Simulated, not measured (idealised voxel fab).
Process module, titled voxel wiring stack
Square cell edge 5 nm, section width 260 nm, ID cut.
Bands, listed from the top down, are how a cross-section gets written in this document; the cross-section itself is a grid of square cells, and a band is one or more rows of them. Basically the band line says how high the top is and how high the bottom is, in nm, and then what's in it from left to right, every material with its width in nm. Empty space shows up as "empty", and if a single material carries "edge to edge" it runs the full band edge to edge. All heights in this document are referenced to 0, defined as the level beneath which the wafer, as received, consists entirely of one material. The lowest band is not bounded below; it extends indefinitely downward and is written in the form "0 down". The expression "30->40" gives the width at the extremes of the band, the first number at its top row of cells and the second at its bottom row, with the width changing by equal amounts from each row to the next in between. When a step is marked "no alterations made", none of the cells in the cross-section changed during that step. "Closed voids list" means: voids of 8 cells or more that are shut off from the top with no open way through. Written width x height at distance, distance from the left edge, in nm. Post-settings text on a step line: simulator's own remark regarding the step. What "overlay nm" on a step's line means: if the step has a mask, that mask lay this far to the right of its planned place, or, when the value is negative, to the left.

The process steps that were planned are listed below:
1 RECEIVE | material Si
2 CONFORMAL_DEP | material SiO2 | thk nm 15
3 CONFORMAL_DEP | material SiN | thk nm 5
4 DIRECTIONAL_DEP | material SiO2 | thk nm 15
5 PATTERN | tone open | mask id METAL_1 | material resist | width nm 30 | pitch nm 60 | thk nm 15 | overlay nm 0
6 DIRECTIONAL_ETCH | etch materials SiO2 | depth nm 15
7 DIRECTIONAL_ETCH | etch materials SiN | depth nm 5
8 STRIP | etch materials resist
9 CONFORMAL_DEP | material TiN | thk nm 5
10 FILL_DEP | material W | thk nm 5
11 CMP | height nm 35
12 EPI | material Ru | thk nm 5
13 FILL_DEP | material SiCN | thk nm 5
14 DIRECTIONAL_DEP | material lowk | thk nm 30
15 DIRECTIONAL_DEP | material aC | thk nm 10
16 PATTERN | tone open | mask id METAL_2 | material resist | width nm 30 | pitch nm 60 | thk nm 25 | overlay nm 0
17 DIRECTIONAL_ETCH | etch materials aC | depth nm 10
18 STRIP | etch materials resist
19 DIRECTIONAL_ETCH | etch materials lowk | depth nm 20
20 STRIP | etch materials aC
21 DIRECTIONAL_DEP | material aC | thk nm 15
22 PATTERN | tone open | mask id METAL_2_HOLES | material resist | width nm 15 | pitch nm 120 | thk nm 30 | overlay nm 0
23 DIRECTIONAL_ETCH | etch materials aC | depth nm 15
24 STRIP | etch materials resist
25 DIRECTIONAL_ETCH | etch materials lowk | depth nm 10
26 DIRECTIONAL_ETCH | etch materials SiCN | depth nm 5
27 STRIP | etch materials aC
28 CONFORMAL_DEP | material TiN | thk nm 5
29 FILL_DEP | material Cu | thk nm 5
30 CMP | height nm 75
31 CONFORMAL_DEP | material SiCN | thk nm 5
32 DIRECTIONAL_DEP | material lowk | thk nm 15
33 MASKED_ETCH | tone open | mask id PLUG_2 | width nm 15 | pitch nm 120 | etch materials lowk | depth nm 15 | overlay nm 0
34 MASKED_ETCH | tone open | mask id PLUG_2 | width nm 15 | pitch nm 120 | etch materials SiCN | depth nm 5 | overlay nm 0
35 EPI | material Ru | thk nm 10
36 EPI | material Ru | thk nm 10
37 DIRECTIONAL_DEP | material TiN | thk nm 5
38 DIRECTIONAL_DEP | material Ru | thk nm 25
39 MASKED_ETCH | tone cover | mask id METAL_3 | width nm 30 | pitch nm 60 | etch materials Ru | depth nm 25 | overlay nm 0
40 MASKED_ETCH | tone cover | mask id METAL_3 | width nm 30 | pitch nm 60 | etch materials TiN | depth nm 5 | overlay nm 0
41 CONFORMAL_DEP | material SiN | thk nm 5
42 FILL_DEP | material SiO2 | thk nm 5
43 CMP | height nm 125
44 CONFORMAL_DEP | material SiN | thk nm 5

This is the cross-section of the wafer as we received it, i.e. after step 1:
> 0 down = Si edge to edge
> Closed voids list: none

Post-module cross-section: identical start and plan to those above, one misstep in execution:
> 130 to 125 = SiN edge to edge
> 125 to 120 = 55 nm SiN, then 30 nm TiN, then 30 nm SiN, then 30 nm TiN, then 30 nm SiN, then 30 nm TiN, then 55 nm SiN
> 120 to 95 = Ru edge to edge
> 95 to 80 = 55 nm lowk, then 15 nm Ru, then 105 nm lowk, then 15 nm Ru, then 70 nm lowk
> 80 to 75 = 55 nm SiCN, then 15 nm Ru, then 105 nm SiCN, then 15 nm Ru, then 70 nm SiCN
> 75 to 60 = 55 nm lowk, then 5 nm TiN, then 20 nm Cu, then 5 nm TiN, then 30 nm lowk, then 5 nm TiN, then 20 nm Cu, then 5 nm TiN, then 30 nm lowk, then 5 nm TiN, then 20 nm Cu, then 5 nm TiN, then 55 nm lowk
> 60 to 55 = 55 nm lowk, then 5 nm TiN, then 5 nm Cu, then 20 nm TiN, then 30 nm lowk, then 30 nm TiN, then 30 nm lowk, then 5 nm TiN, then 5 nm Cu, then 20 nm TiN, then 55 nm lowk
> 55 to 45 = 55 nm lowk, then 5 nm TiN, then 5 nm Cu, then 5 nm TiN, then 105 nm lowk, then 5 nm TiN, then 5 nm Cu, then 5 nm TiN, then 70 nm lowk
> 45 to 40 = 55 nm SiCN, then 15 nm TiN, then 105 nm SiCN, then 15 nm TiN, then 70 nm SiCN
> 40 to 35 = 50 nm SiCN, then 40 nm Ru, then 20 nm SiCN, then 40 nm Ru, then 20 nm SiCN, then 40 nm Ru, then 50 nm SiCN
> 35 to 20 = 55 nm SiO2, then 5 nm TiN, then 20 nm W, then 5 nm TiN, then 30 nm SiO2, then 5 nm TiN, then 20 nm W, then 5 nm TiN, then 30 nm SiO2, then 5 nm TiN, then 20 nm W, then 5 nm TiN, then 55 nm SiO2
> 20 to 15 = 55 nm SiN, then 30 nm TiN, then 30 nm SiN, then 30 nm TiN, then 30 nm SiN, then 30 nm TiN, then 55 nm SiN
> 15 to 0 = SiO2 edge to edge
> 0 down = Si edge to edge
> Closed voids list: none
Deviation noted in wafer processing: it was found that steps 37 and 38 of the process plan had been performed in exchanged positions
